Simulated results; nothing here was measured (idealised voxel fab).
Presented below is a process module, voxel self aligned vias.
Displayed cross-section: cut, width of 300 nm, square cells sized 5 nm.
The cross-sections in this document take the form of a grid made of square cells. They are written out as bands, in order from top to bottom. Each band consists of one or more rows of cells. The entry gives the band's vertical extent as a top height and a bottom height in nm, then its horizontal make-up as materials from left to right, each with a width in nm. "air" stands for empty space; a single material marked "all across" fills the band edge to edge. The reference from which all heights are counted is 0, the level beneath which the as-received wafer is entirely one material; the lowest band, having no lower bound, proceeds downward and is written after the example "0 -> down". Width spec "30->40" -> top row of cells at first value, bottom row at second value, equal per-row change in between. The cross-section has no changed cell in any step marked "everything unchanged". Entry "Unvented internal voids" = empty spaces >= 8 cells with no open way to the top; each as width x height at distance, distance from left edge, all nm. It should be noted that, on the line of a given step, the content following the step's settings is a remark produced by the simulator itself with respect to that step. Steps that use a mask can have "overlay nm" on their line. It says how far the mask sat to the right of where it was meant to be. Negative means to the left.
Intended process steps
1,RECEIVE,material Si
2,CONFORMAL_DEP,material SiO2,thk nm 15
3,CONFORMAL_DEP,material SiCN,thk nm 5
4,DIRECTIONAL_DEP,material SiO2,thk nm 25
5,PATTERN,tone open,mask id LINES,material resist,width nm 20,pitch nm 60,thk nm 15,overlay nm 0
6,DIRECTIONAL_ETCH,etch materials SiO2,depth nm 25
7,STRIP,etch materials resist
8,CONFORMAL_DEP,material TiN,thk nm 5
9,FILL_DEP,material W,thk nm 10
10,CMP,height nm 45
11,SELECTIVE_ETCH,etch materials W Ru TiN,depth nm 5
12,FILL_DEP,material SiN,thk nm 5
13,CMP,height nm 45
14,DIRECTIONAL_DEP,material SiO2,thk nm 20
15,DIRECTIONAL_DEP,material aC,thk nm 10
16,PATTERN,tone open,mask id VIAS,material resist,width nm 40,pitch nm 60,thk nm 30,overlay nm 0
17,DIRECTIONAL_ETCH,etch materials aC,depth nm 10
18,STRIP,etch materials resist
19,DIRECTIONAL_ETCH,etch materials SiO2,depth nm 20
20,DIRECTIONAL_ETCH,etch materials SiN,depth nm 5
21,STRIP,etch materials aC
22,CONFORMAL_DEP,material TiN,thk nm 5
23,FILL_DEP,material Ru,thk nm 10
24,CMP,height nm 65
25,CONFORMAL_DEP,material SiN,thk nm 5
Incoming wafer in cross-section (state: after step 1)
	0 -> down | Si all across
	Unvented internal voids: none
Wafer at module end, in section. Began as above, planned as above, run with one mistake
	70 -> 65 | SiN all across
	65 -> 50 | SiO2: 70  TiN: 5  Ru: 30  TiN: 5  SiO2: 20  TiN: 5  Ru: 30  TiN: 5  SiO2: 20  TiN: 5  Ru: 30  TiN: 5  SiO2: 70
	50 -> 45 | SiO2: 70  TiN: 15  Ru: 10  TiN: 15  SiO2: 20  TiN: 15  Ru: 10  TiN: 15  SiO2: 20  TiN: 15  Ru: 10  TiN: 15  SiO2: 70
	45 -> 35 | SiO2: 80  TiN: 20  SiO2: 40  TiN: 20  SiO2: 40  TiN: 20  SiO2: 80
	35 -> 30 | SiCN all across
	30 -> 0 | SiO2 all across
	0 -> down | Si all across
	Unvented internal voids: none
Deviation from plan: step 2 of the plan was twice carried out
